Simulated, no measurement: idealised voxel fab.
You're looking at the process module voxel released beams.
In the cross-section labelled cut, the width is 260 nm and each square cell is 5 nm.
Notation: cross-section as square-cell grid; stated in bands, top first, going down; one or more cell rows per band. In this notation a band is specified by the heights of its top and bottom, in that order and in nm, after which its materials appear from left to right, each paired with its width in nm. The word "everywhere" attached to a single material means that material fills the band from edge to edge; the word "air" stands for empty space. Basically, 0 is our baseline, since under it the wafer straight out of the box is all one material. The bottom band has no lower end and keeps on going down, so it looks like "0 and below". The expression "30->40" gives the width at the extremes of the band, the first number at its top row of cells and the second at its bottom row, with the width changing by equal amounts from each row to the next in between. For the purposes of this document, the phrase "remained the same" attached to a step denotes that no cell within the cross-section was modified by that step. For the entry "Sealed voids", the listed items are empty spaces with no open way to the top whose size is 8 cells or more; each item follows the pattern width x height at distance, where distance is from the left edge and all three are in nm. Note: text after step settings on the step line = simulator remark on that step. What "overlay nm" on a step's line means: if the step has a mask, that mask lay this far to the right of its planned place, or, when the value is negative, to the left.
THE STEPS PLANNED FOR THE PROCESS ARE AS FOLLOWS
1: RECEIVE with material Si
2: CONFORMAL_DEP with material SiN, thk nm 10
3: DIRECTIONAL_DEP with material SiO2, thk nm 10
4: MASKED_ETCH with tone open, mask id ANCHOR, width nm 40, etch materials SiO2, depth nm 10, overlay nm 0
5: CONFORMAL_DEP with material TiN, thk nm 15
6: DIRECTIONAL_DEP with material aC, thk nm 15
7: PATTERN with tone cover, mask id BEAM, material resist, width nm 110, thk nm 30, overlay nm 0
8: DIRECTIONAL_ETCH with etch materials aC, depth nm 15
9: STRIP with etch materials resist
10: DIRECTIONAL_ETCH with etch materials TiN, depth nm 15
11: STRIP with etch materials aC
12: STRIP with etch materials SiO2
CROSS-SECTION: WAFER ON ARRIVAL = AFTER STEP 1
* 0 and below  Si everywhere
* Sealed voids: none
FIRST OF TWO WAFERS: CROSS-SECTION AT END OF MODULE, RUN PER PLAN
* 35 down to 25  70 nm air | 20 nm TiN | 10 nm air | 80 nm TiN | 80 nm air
* 25 down to 20  70 nm air | 110 nm TiN | 80 nm air
* 20 down to 10  75 nm air | 40 nm TiN | 145 nm air
* 10 down to 0  SiN everywhere
* 0 and below  Si everywhere
* Sealed voids: none
WAFER TWO (OF TWO), END-OF-MODULE CROSS-SECTION: START = WAFER ONE, PLAN = WAFER ONE, ONE RUN MISTAKE
* 35 down to 25  80 nm air | 10 nm TiN | 10 nm air | 90 nm TiN | 70 nm air
* 25 down to 20  80 nm air | 110 nm TiN | 70 nm air
* 20 down to 10  75 nm air | 40 nm TiN | 145 nm air
* 10 down to 0  SiN everywhere
* 0 and below  Si everywhere
* Sealed voids: none
Error vs. plan: step 7 did not use the planned setting and instead ran as PATTERN with tone cover, mask id BEAM, material resist, width nm 110, thk nm 30, overlay nm 10
The concluding comparison shows that, measured in cells, each material is equally abundant on both wafers, albeit at different positions.
